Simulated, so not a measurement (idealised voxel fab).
process module | voxel lift off
cross-section cut | 295 nm wide | cells 5 nm
A cross-section is a grid of square cells, given in bands from the top down. A band is one or more rows of cells.
Each band's line starts with the height of the band's top and of its bottom, in nm. Then come its materials from left to right, each with its width in nm. One material with "throughout" fills the band from edge to edge. "air" is empty space.
Height 0 is the level under which the wafer as received is all one material. The lowest band goes on downwards, as in "0 down".
A width such as "30 to 40" changes by the same amount from each row of cells to the next, from the band's top row to its bottom row.
"no change" after a step means that no cell of the cross-section changed.
closed voids: empty space of 8 cells or more with no open way to the top, each as width x height at its distance from the left edge, in nm
after a step's settings: what the simulator itself notes on the step
overlay nm, on a step with a mask: how far to the right of its planned place the mask lay; to the left if negative
plan
1 op RECEIVE | material Si
2 op CONFORMAL_DEP | material SiO2 | thk nm 15
3 op PATTERN | tone open | mask id LINES | material resist | width nm 15 | pitch nm 35 | thk nm 25 | overlay nm 0
4 op DIRECTIONAL_DEP | material Ru | thk nm 15
5 op STRIP | etch materials resist
6 op CONFORMAL_DEP | material SiN | thk nm 5
varied across the wafers: thk nm of step 6. The plan shows the first wafer's value. All wafers start alike
first wafer as received, after step 1
  0 down: Si throughout
  closed voids: none
first wafer at the end, after step 6
  35 to 30: air 80 | SiN 25 | air 10 | SiN 25 | air 10 | SiN 25 | air 10 | SiN 25 | air 85
  30 to 20: air 80 | SiN 5 | Ru 15 | SiN 5 | air 10 | SiN 5 | Ru 15 | SiN 5 | air 10 | SiN 5 | Ru 15 | SiN 5 | air 10 | SiN 5 | Ru 15 | SiN 5 | air 85
  20 to 15: SiN 85 | Ru 15 | SiN 20 | Ru 15 | SiN 20 | Ru 15 | SiN 20 | Ru 15 | SiN 90
  15 to 0: SiO2 throughout
  0 down: Si throughout
  closed voids: none
last wafer at the end
  50 to 35: air 65 | SiN 160 | air 70
  35 to 30: SiN throughout
  30 to 15: SiN 85 | Ru 15 | SiN 20 | Ru 15 | SiN 20 | Ru 15 | SiN 20 | Ru 15 | SiN 90
  15 to 0: SiO2 throughout
  0 down: Si throughout
  closed voids: none
each wafer at the end: cells of each material gained (+) or lost (-) since it was received, then its closed voids
thk nm 5 | +36 Ru | +83 SiN | +177 SiO2 | closed voids: none
thk nm 10 | +36 Ru | +166 SiN | +177 SiO2 | closed voids: none
thk nm 15 | +36 Ru | +231 SiN | +177 SiO2 | closed voids: none
thk nm 20 | +36 Ru | +296 SiN | +177 SiO2 | closed voids: none
